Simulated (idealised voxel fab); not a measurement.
process module | voxel trench capacitor
cross-section cut | 300 nm wide | cells 5 nm
A cross-section is a grid of square cells, given in bands from the top down. A band is one or more rows of cells.
Each band's line starts with the height of the band's top and of its bottom, in nm. Then come its materials from left to right, each with its width in nm. One material with "throughout" fills the band from edge to edge. "air" is empty space.
Height 0 is the level under which the wafer as received is all one material. The lowest band goes on downwards, as in "0 down".
A width such as "30 to 40" changes by the same amount from each row of cells to the next, from the band's top row to its bottom row.
"no change" after a step means that no cell of the cross-section changed.
closed voids: empty space of 8 cells or more with no open way to the top, each as width x height at its distance from the left edge, in nm
after a step's settings: what the simulator itself notes on the step
overlay nm, on a step with a mask: how far to the right of its planned place the mask lay; to the left if negative
plan
1 op RECEIVE | material Si
2 op CONFORMAL_DEP | material SiN | thk nm 5
3 op DIRECTIONAL_DEP | material aC | thk nm 10
4 op PATTERN | tone open | mask id TRENCH | material resist | width nm 15 | pitch nm 35 | thk nm 25 | overlay nm 0
5 op DIRECTIONAL_ETCH | etch materials aC | depth nm 10
6 op STRIP | etch materials resist
7 op DIRECTIONAL_ETCH | etch materials SiN | depth nm 5
8 op DIRECTIONAL_ETCH | etch materials Si | depth nm 40
9 op STRIP | etch materials aC
10 op CONFORMAL_DEP | material SiO2 | thk nm 5
11 op FILL_DEP | material polySi | thk nm 5
12 op CMP | height nm 5
as received, after step 1
  0 down: Si throughout
  closed voids: none
first wafer at the end, as planned
  5 to 0: SiN 90 | SiO2 5 | polySi 5 | SiO2 5 | SiN 20 | SiO2 5 | polySi 5 | SiO2 5 | SiN 20 | SiO2 5 | polySi 5 | SiO2 5 | SiN 20 | SiO2 5 | polySi 5 | SiO2 5 | SiN 90
  0 to -35: Si 90 | SiO2 5 | polySi 5 | SiO2 5 | Si 20 | SiO2 5 | polySi 5 | SiO2 5 | Si 20 | SiO2 5 | polySi 5 | SiO2 5 | Si 20 | SiO2 5 | polySi 5 | SiO2 5 | Si 90
  -35 to -40: Si 90 | SiO2 15 | Si 20 | SiO2 15 | Si 20 | SiO2 15 | Si 20 | SiO2 15 | Si 90
  -40 down: Si throughout
  closed voids: none
second wafer at the end: like start, like plan, one mistake
  5 to 0: SiN 90 | SiO2 5 | polySi 10 | SiO2 5 | SiN 15 | SiO2 5 | polySi 10 | SiO2 5 | SiN 15 | SiO2 5 | polySi 10 | SiO2 5 | SiN 15 | SiO2 5 | polySi 10 | SiO2 5 | SiN 85
  0 to -35: Si 90 | SiO2 5 | polySi 10 | SiO2 5 | Si 15 | SiO2 5 | polySi 10 | SiO2 5 | Si 15 | SiO2 5 | polySi 10 | SiO2 5 | Si 15 | SiO2 5 | polySi 10 | SiO2 5 | Si 85
  -35 to -40: Si 90 | SiO2 20 | Si 15 | SiO2 20 | Si 15 | SiO2 20 | Si 15 | SiO2 20 | Si 85
  -40 down: Si throughout
  closed voids: none
what went wrong: step 4 ran as: op PATTERN | tone open | mask id TRENCH | material resist | width nm 20 | pitch nm 35 | thk nm 25 | overlay nm 0
at the end the second wafer has, in cells: 32 fewer of Si | 4 fewer of SiN | 4 more of SiO2 | 32 more of polySi
